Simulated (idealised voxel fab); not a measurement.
The name of this process module is voxel ribs on slabs.
Cross-section cut spans 290 nm and uses square cells 5 nm in size.
Cross-section layout: square cells on a grid; listed as bands, top to bottom; a band spans one or more cell rows.
Each band's line starts with the height of the band's top and of its bottom, in nm. Then come its materials from left to right, each with its width in nm. One material with "full width" fills the band from edge to edge. "blank" is empty space.
For the purposes of this specification, 0 denotes the height below which the wafer in its as-received condition is composed wholly of one material, and the lowermost band, lacking a lower limit, extends downward without end, as expressed in "z 0 and below".
Per-row width for "30 to 40": begins at first number (top row of band), ends at second number (bottom row), increment between rows held constant.
"identical to before" (step): cross-section cells unchanged, all of them.
Closed-off voids: empty space of 8 cells or more with no open way to the top, each as width x height at its distance from the left edge, in nm
Heads up: the bit after the settings on a step's line is the simulator's remark on that step.
overlay nm: mask offset rightward from planned place, masked step; negative means leftward offset.

Listed below are the process steps as planned
1) RECEIVE: material Si
2) DIRECTIONAL_DEP: material SiO2, thk nm 25
3) DIRECTIONAL_DEP: material polySi, thk nm 20
4) PATTERN: tone cover, mask id RIB, material resist, width nm 20, thk nm 15, overlay nm 0
5) DIRECTIONAL_ETCH: etch materials polySi, depth nm 15
6) STRIP: etch materials resist
7) PATTERN: tone cover, mask id SLAB, material resist, width nm 80, thk nm 15, overlay nm 0
8) DIRECTIONAL_ETCH: etch materials polySi, depth nm 5
9) STRIP: etch materials resist
10) FILL_DEP: material SiO2, thk nm 15
11) CMP: height nm 55
12) DIRECTIONAL_DEP: material W, thk nm 10
13) MASKED_ETCH: tone cover, mask id HEATER, width nm 30, etch materials W, depth nm 10, overlay nm 0
14) CONFORMAL_DEP: material SiN, thk nm 5

Shown in cross-section is the wafer as received, that is, as it stands after step 1
z 0 and below: Si full width
Closed-off voids: none

End-of-module XS, first of two wafers, run as planned
z 70 to 65: blank 125 nm; SiN 40 nm; blank 125 nm
z 65 to 60: blank 125 nm; SiN 5 nm; W 30 nm; SiN 5 nm; blank 125 nm
z 60 to 55: SiN 130 nm; W 30 nm; SiN 130 nm
z 55 to 45: SiO2 full width
z 45 to 30: SiO2 135 nm; polySi 20 nm; SiO2 135 nm
z 30 to 25: SiO2 105 nm; polySi 80 nm; SiO2 105 nm
z 25 to 0: SiO2 full width
z 0 and below: Si full width
Closed-off voids: none

Now the second wafer, cross-sectioned at the end of the module. Nothing different at the start, nothing different in the plan compared with the first, just one mistake when it was actually run
z 70 to 65: blank 125 nm; SiN 40 nm; blank 125 nm
z 65 to 60: blank 125 nm; SiN 5 nm; W 30 nm; SiN 5 nm; blank 125 nm
z 60 to 55: SiN 130 nm; W 30 nm; SiN 130 nm
z 55 to 45: SiN full width
z 45 to 30: SiN 135 nm; polySi 20 nm; SiN 135 nm
z 30 to 25: SiN 105 nm; polySi 80 nm; SiN 105 nm
z 25 to 0: SiO2 full width
z 0 and below: Si full width
Closed-off voids: none
So what did we get wrong on this run? step 10 was run on a setting that differed from the plan, and what really ran there is FILL_DEP: material SiN, thk nm 15
The final cell counts differ between the wafers, with the second having more or fewer of some materials than the first: 320 more of SiN, 320 fewer of SiO2
